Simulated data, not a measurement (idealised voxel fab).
voxel tone inversion: a process module
The width of the displayed cross-section, cut, is 160 nm; its cells are square, with a size of 5 nm.
Cross-section format: a grid of square cells, given as bands from top to bottom; each band is one or more rows of cells. Top, bottom (nm), then materials left to right with widths (nm); lone material tagged "throughout" fills the whole band edge to edge; "air" = empty space. Zero point of the height axis is 0; under it, received wafer = one material. Lowest band: continues down indefinitely, "from 0 down". The notation "30 to 40" denotes a width that varies across the rows of cells in the band, beginning at the first number in the top row, finishing at the second number in the bottom row, and changing by an identical amount from each row to the next. Where a step carries "same as before", the cross-section came out of it unchanged, cell for cell. Basically, "Catalogued sealed voids" tells you about the enclosed voids: empty spaces with no open way to the top, 8 cells or bigger, each written width x height at distance, where distance is from the left edge, all in nm. Whatever follows a step's settings on its line is a remark the simulator itself makes about that step. overlay nm, on a step with a mask: how far to the right of its planned place the mask lay; to the left if negative.
[plan]
1. RECEIVE with material Si
2. CONFORMAL_DEP with material SiN, thk nm 10
3. DIRECTIONAL_DEP with material aC, thk nm 15
4. PATTERN with tone cover, mask id POSTS, material resist, width nm 20, pitch nm 50, thk nm 20, overlay nm 0
5. DIRECTIONAL_ETCH with etch materials aC, depth nm 15
6. STRIP with etch materials resist
7. FILL_DEP with material SiO2, thk nm 5
8. CMP with height nm 25
9. STRIP with etch materials aC
[first wafer, as planned]
[Wafer cross-section on receipt, i.e. after step 1]
  from 0 down: Si throughout
  Catalogued sealed voids: none
[You're looking at a cross-section of the wafer after step 2]
  from 10 to 0: SiN throughout
  Heights below 0 show no change.
[You're looking at a cross-section of the wafer after step 3]
  from 25 to 10: aC throughout
  Heights below 10 show no change.
[You're looking at a cross-section of the wafer after step 4]
  from 45 to 25: 20 air, then 20 resist, then 30 air, then 20 resist, then 30 air, then 20 resist, then 20 air
  Heights below 25 show no change.
[You're looking at a cross-section of the wafer after step 5]
  from 30 to 25: 20 air, then 20 resist, then 30 air, then 20 resist, then 30 air, then 20 resist, then 20 air
  from 25 to 10: 20 air, then 20 aC, then 30 air, then 20 aC, then 30 air, then 20 aC, then 20 air
  Heights below 10 show no change.
[You're looking at a cross-section of the wafer after step 6]
  from 25 to 10: 20 air, then 20 aC, then 30 air, then 20 aC, then 30 air, then 20 aC, then 20 air
  Heights below 10 show no change.
[You're looking at a cross-section of the wafer after step 7]
  from 30 to 25: SiO2 throughout
  from 25 to 10: 20 SiO2, then 20 aC, then 30 SiO2, then 20 aC, then 30 SiO2, then 20 aC, then 20 SiO2
  Heights below 10 show no change.
[You're looking at a cross-section of the wafer after step 8]
  from 25 to 10: 20 SiO2, then 20 aC, then 30 SiO2, then 20 aC, then 30 SiO2, then 20 aC, then 20 SiO2
  Heights below 10 show no change.
[You're looking at a cross-section of the wafer after step 9]
  from 25 to 10: 20 SiO2, then 20 air, then 30 SiO2, then 20 air, then 30 SiO2, then 20 air, then 20 SiO2
  Heights below 10 show no change.
[Second wafer, same starting state and plan as the first, one mistake in the run, identical through step 3]
[Cross-section of the second wafer at the time by which step 4 should have been completed according to the plan]
  from 45 to 25: 25 air, then 15 resist, then 35 air, then 15 resist, then 35 air, then 15 resist, then 20 air
  Heights below 25 show no change.
[Cross-section of the second wafer at the time by which step 5 should have been completed according to the plan]
  from 30 to 25: 25 air, then 15 resist, then 35 air, then 15 resist, then 35 air, then 15 resist, then 20 air
  from 25 to 10: 25 air, then 15 aC, then 35 air, then 15 aC, then 35 air, then 15 aC, then 20 air
  Heights below 10 show no change.
[Cross-section of the second wafer at the time by which step 6 should have been completed according to the plan]
  from 25 to 10: 25 air, then 15 aC, then 35 air, then 15 aC, then 35 air, then 15 aC, then 20 air
  Heights below 10 show no change.
[Cross-section of the second wafer at the time by which step 7 should have been completed according to the plan]
  from 30 to 25: SiO2 throughout
  from 25 to 10: 25 SiO2, then 15 aC, then 35 SiO2, then 15 aC, then 35 SiO2, then 15 aC, then 20 SiO2
  Heights below 10 show no change.
[Cross-section of the second wafer at the time by which step 8 should have been completed according to the plan]
  from 25 to 10: 25 SiO2, then 15 aC, then 35 SiO2, then 15 aC, then 35 SiO2, then 15 aC, then 20 SiO2
  Heights below 10 show no change.
[Cross-section of the second wafer at the time by which step 9 should have been completed according to the plan]
  from 25 to 10: 25 SiO2, then 15 air, then 35 SiO2, then 15 air, then 35 SiO2, then 15 air, then 20 SiO2
  Heights below 10 show no change.
So what did we get wrong on this run? not per plan at step 4, really ran PATTERN with tone cover, mask id POSTS, material resist, width nm 15, pitch nm 50, thk nm 20, overlay nm 0
It is noted that, at the conclusion of processing, the second wafer exhibits a higher or lower cell count for certain materials relative to the first: SiO2 +9
